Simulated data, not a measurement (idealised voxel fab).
process module | voxel ribs on slabs
cross-section cut | 275 nm wide | cells 5 nm
A cross-section is a grid of square cells, given in bands from the top down. A band is one or more rows of cells.
Each band's line starts with the height of the band's top and of its bottom, in nm. Then come its materials from left to right, each with its width in nm. One material with "throughout" fills the band from edge to edge. "air" is empty space.
Height 0 is the level under which the wafer as received is all one material. The lowest band goes on downwards, as in "0 down".
A width such as "30 to 40" changes by the same amount from each row of cells to the next, from the band's top row to its bottom row.
"no change" after a step means that no cell of the cross-section changed.
closed voids: empty space of 8 cells or more with no open way to the top, each as width x height at its distance from the left edge, in nm
after a step's settings: what the simulator itself notes on the step
overlay nm, on a step with a mask: how far to the right of its planned place the mask lay; to the left if negative
plan
1 op RECEIVE | material Si
2 op DIRECTIONAL_DEP | material SiO2 | thk nm 20
3 op DIRECTIONAL_DEP | material SiN | thk nm 20
4 op MASKED_ETCH | tone cover | mask id RIB | width nm 25 | etch materials SiN | depth nm 10 | overlay nm 0
5 op MASKED_ETCH | tone cover | mask id SLAB | width nm 55 | etch materials SiN | depth nm 10 | overlay nm 0
6 op FILL_DEP | material SiO2 | thk nm 25
7 op CMP | height nm 60
8 op DIRECTIONAL_DEP | material TiN | thk nm 5
9 op PATTERN | tone cover | mask id HEATER | material resist | width nm 35 | thk nm 20 | overlay nm 0
10 op DIRECTIONAL_ETCH | etch materials TiN | depth nm 5
11 op STRIP | etch materials resist
12 op CONFORMAL_DEP | material SiN | thk nm 10
as received, after step 1
  0 down: Si throughout
  closed voids: none
first wafer at the end, as planned
  75 to 70: air 110 | SiN 55 | air 110
  70 to 65: SiN throughout
  65 to 60: SiN 120 | TiN 35 | SiN 120
  60 to 40: SiO2 throughout
  40 to 30: SiO2 125 | SiN 25 | SiO2 125
  30 to 20: SiO2 110 | SiN 55 | SiO2 110
  20 to 0: SiO2 throughout
  0 down: Si throughout
  closed voids: none
second wafer at the end: like start, like plan, one mistake
  75 to 70: air 110 | SiN 55 | air 110
  70 to 65: SiN throughout
  65 to 60: SiN 120 | TiN 35 | SiN 120
  60 to 40: SiO2 throughout
  40 to 30: SiO2 125 | SiN 25 | SiO2 125
  30 to 20: SiO2 115 | SiN 45 | SiO2 115
  20 to 0: SiO2 throughout
  0 down: Si throughout
  closed voids: none
what went wrong: step 5 ran as: op MASKED_ETCH | tone cover | mask id SLAB | width nm 45 | etch materials SiN | depth nm 10 | overlay nm 0
at the end the second wafer has, in cells: 4 fewer of SiN | 4 more of SiO2
